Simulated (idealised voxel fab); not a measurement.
Presented below is a process module, voxel released beams.
The width of the displayed cross-section, cut, is 225 nm; its cells are square, with a size of 5 nm.
A cross-section is a grid of square cells, given in bands from the top down. A band is one or more rows of cells. Band: top height; bottom height; in nm. Then, left to right: material with width in nm, for each material. "everywhere": a single material spanning edge to edge. "blank": empty space. For the purposes of this specification, 0 denotes the height below which the wafer in its as-received condition is composed wholly of one material, and the lowermost band, lacking a lower limit, extends downward without end, as expressed in "top 0, no bottom". Per-row width for "30 to 40": begins at first number (top row of band), ends at second number (bottom row), increment between rows held constant. "nothing changed" means the step left every cell of the cross-section as it was. Look at "Fully sealed cavities" for the closed voids: empty spaces with no open path to the top, sized 8 cells or up. Each is width x height at distance, distance from the left edge, all nm. If you see something after the settings on a step's line, that's the simulator's own remark about that step. If you see "overlay nm" on a step's line and that step has a mask, it's telling you how far right of where it was planned the mask ended up; a negative number means it went left instead.

**Set out below are the planned steps of the process**
| 1 | RECEIVE [material Si] |
| 2 | CONFORMAL_DEP [material SiN] [thk nm 5] |
| 3 | DIRECTIONAL_DEP [material SiO2] [thk nm 10] |
| 4 | DIRECTIONAL_DEP [material aC] [thk nm 15] |
| 5 | PATTERN [tone open] [mask id ANCHOR] [material resist] [width nm 45] [thk nm 35] [overlay nm 0] |
| 6 | DIRECTIONAL_ETCH [etch materials aC] [depth nm 15] |
| 7 | STRIP [etch materials resist] |
| 8 | DIRECTIONAL_ETCH [etch materials SiO2] [depth nm 10] |
| 9 | STRIP [etch materials aC] |
| 10 | CONFORMAL_DEP [material TiN] [thk nm 15] |
| 11 | PATTERN [tone cover] [mask id BEAM] [material resist] [width nm 90] [thk nm 20] [overlay nm 0] |
| 12 | DIRECTIONAL_ETCH [etch materials TiN] [depth nm 15] |
| 13 | STRIP [etch materials resist] |
| 14 | STRIP [etch materials SiO2] |

**Run as planned: first of two wafers**

**So this is the incoming wafer in cross-section - it's already been through step 1**
  top 0, no bottom: Si everywhere
  Fully sealed cavities: none

**Once step 2 is through, the wafer looks like this in cross-section**
  top 5, bottom 0: SiN everywhere
  Anything lower than 0 is untouched.

**Once step 3 is through, the wafer looks like this in cross-section**
  top 15, bottom 5: SiO2 everywhere
  Anything lower than 5 is untouched.

**Once step 4 is through, the wafer looks like this in cross-section**
  top 30, bottom 15: aC everywhere
  Anything lower than 15 is untouched.

**Once step 5 is through, the wafer looks like this in cross-section**
  top 65, bottom 30: 70 resist | 45 blank | 110 resist
  Anything lower than 30 is untouched.

**Once step 6 is through, the wafer looks like this in cross-section**
  top 50, bottom 30: 70 resist | 45 blank | 110 resist
  top 30, bottom 15: 70 aC | 45 blank | 110 aC
  Anything lower than 15 is untouched.

**Once step 7 is through, the wafer looks like this in cross-section**
  top 30, bottom 15: 70 aC | 45 blank | 110 aC
  Anything lower than 15 is untouched.

**Once step 8 is through, the wafer looks like this in cross-section**
  top 30, bottom 15: 70 aC | 45 blank | 110 aC
  top 15, bottom 5: 70 SiO2 | 45 blank | 110 SiO2
  Anything lower than 5 is untouched.

**Once step 9 is through, the wafer looks like this in cross-section**
  top 15, bottom 5: 70 SiO2 | 45 blank | 110 SiO2
  Anything lower than 5 is untouched.

**Once step 10 is through, the wafer looks like this in cross-section**
  top 30, bottom 20: 85 TiN | 15 blank | 125 TiN
  top 20, bottom 15: TiN everywhere
  top 15, bottom 5: 70 SiO2 | 45 TiN | 110 SiO2
  Anything lower than 5 is untouched.

**Once step 11 is through, the wafer looks like this in cross-section**
  top 50, bottom 30: 65 blank | 90 resist | 70 blank
  top 30, bottom 20: 85 TiN | 15 resist | 125 TiN
  Anything lower than 20 is untouched.

**Once step 12 is through, the wafer looks like this in cross-section**
  top 50, bottom 30: 65 blank | 90 resist | 70 blank
  top 30, bottom 20: 65 blank | 20 TiN | 15 resist | 55 TiN | 70 blank
  top 20, bottom 15: 65 blank | 90 TiN | 70 blank
  Anything lower than 15 is untouched.

**Once step 13 is through, the wafer looks like this in cross-section**
  top 30, bottom 20: 65 blank | 20 TiN | 15 blank | 55 TiN | 70 blank
  Anything lower than 20 is untouched.

**Once step 14 is through, the wafer looks like this in cross-section**
  top 30, bottom 20: 65 blank | 20 TiN | 15 blank | 55 TiN | 70 blank
  top 20, bottom 15: 65 blank | 90 TiN | 70 blank
  top 15, bottom 5: 70 blank | 45 TiN | 110 blank
  Anything lower than 5 is untouched.

**The second wafer was prepared from the same starting point and under the same plan as the first; its processing contained one mistake, and it remains indistinguishable from the first wafer up to and including step 9**

**Cross-section, second wafer, at the end time the plan gives for step 10**
  top 20, bottom 15: 75 TiN | 35 blank | 115 TiN
  top 15, bottom 10: 70 SiO2 | 5 TiN | 35 blank | 5 TiN | 110 SiO2
  top 10, bottom 5: 70 SiO2 | 45 TiN | 110 SiO2
  Anything lower than 5 is untouched.

**Cross-section, second wafer, at the end time the plan gives for step 11**
  top 40, bottom 20: 65 blank | 90 resist | 70 blank
  top 20, bottom 15: 75 TiN | 35 resist | 115 TiN
  top 15, bottom 10: 70 SiO2 | 5 TiN | 35 resist | 5 TiN | 110 SiO2
  Anything lower than 10 is untouched.

**Cross-section, second wafer, at the end time the plan gives for step 12**
  top 40, bottom 20: 65 blank | 90 resist | 70 blank
  top 20, bottom 15: 65 blank | 10 TiN | 35 resist | 45 TiN | 70 blank
  Anything lower than 15 is untouched.

**Cross-section, second wafer, at the end time the plan gives for step 13**
  top 20, bottom 15: 65 blank | 10 TiN | 35 blank | 45 TiN | 70 blank
  top 15, bottom 10: 70 SiO2 | 5 TiN | 35 blank | 5 TiN | 110 SiO2
  Anything lower than 10 is untouched.

**Cross-section, second wafer, at the end time the plan gives for step 14**
  top 20, bottom 10: 65 to 70 blank | 10 to 5 TiN | 35 blank | 45 to 5 TiN | 70 to 110 blank
  top 10, bottom 5: 70 blank | 45 TiN | 110 blank
  Anything lower than 5 is untouched.
Heads up, the wafer didn't run the way we planned it: step 10 ran with different settings than intended, the actual operation and settings being CONFORMAL_DEP [material TiN] [thk nm 5]
End of process, cell counts, second wafer against first, materials with more or fewer: 44 fewer of TiN
